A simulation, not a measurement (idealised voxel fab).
process module | voxel plated lines
cross-section cut | 180 nm wide | cells 5 nm
A cross-section is a grid of square cells, given in bands from the top down. A band is one or more rows of cells.
Each band's line starts with the height of the band's top and of its bottom, in nm. Then come its materials from left to right, each with its width in nm. One material with "throughout" fills the band from edge to edge. "air" is empty space.
Height 0 is the level under which the wafer as received is all one material. The lowest band goes on downwards, as in "0 down".
A width such as "30 to 40" changes by the same amount from each row of cells to the next, from the band's top row to its bottom row.
"no change" after a step means that no cell of the cross-section changed.
closed voids: empty space of 8 cells or more with no open way to the top, each as width x height at its distance from the left edge, in nm
after a step's settings: what the simulator itself notes on the step
overlay nm, on a step with a mask: how far to the right of its planned place the mask lay; to the left if negative
plan
1 op RECEIVE | material Si
2 op CONFORMAL_DEP | material Al2O3 | thk nm 15
3 op DIRECTIONAL_DEP | material TiN | thk nm 5
4 op PATTERN | tone open | mask id LINES | material resist | width nm 15 | pitch nm 35 | thk nm 25 | overlay nm 0
5 op EPI | material Ru | thk nm 10
6 op EPI | material Ru | thk nm 10
7 op STRIP | etch materials resist
8 op DIRECTIONAL_ETCH | etch materials TiN | depth nm 5
9 op CONFORMAL_DEP | material SiO2 | thk nm 10
as received, after step 1
  0 down: Si throughout
  closed voids: none
first wafer at the end, as planned
  50 to 40: air 55 | SiO2 70 | air 55
  40 to 25: air 55 | SiO2 10 | Ru 15 | SiO2 20 | Ru 15 | SiO2 10 | air 55
  25 to 20: SiO2 65 | Ru 15 | SiO2 20 | Ru 15 | SiO2 65
  20 to 15: SiO2 65 | TiN 15 | SiO2 20 | TiN 15 | SiO2 65
  15 to 0: Al2O3 throughout
  0 down: Si throughout
  closed voids: none
second wafer at the end: like start, like plan, one mistake
  60 to 50: air 50 | SiO2 80 | air 50
  50 to 40: air 50 | SiO2 10 to 15 | Ru 25 to 15 | SiO2 10 to 20 | Ru 25 to 15 | SiO2 10 to 15 | air 50
  40 to 30: air 50 to 55 | SiO2 15 to 10 | Ru 15 | SiO2 5 | air 10 | SiO2 5 | Ru 15 | SiO2 15 to 10 | air 50 to 55
  30 to 25: air 50 | SiO2 15 | Ru 15 | SiO2 5 | air 10 | SiO2 5 | Ru 15 | SiO2 15 | air 50
  25 to 20: SiO2 65 | Ru 15 | SiO2 20 | Ru 15 | SiO2 65
  20 to 15: SiO2 60 | TiN 25 | SiO2 10 | TiN 25 | SiO2 60
  15 to 0: Al2O3 throughout
  0 down: Si throughout
  closed voids: none
what went wrong: one of the steps 5 and 6, which are alike, was run twice
at the end the second wafer has, in cells: 16 more of Ru | 14 more of SiO2 | 4 more of TiN
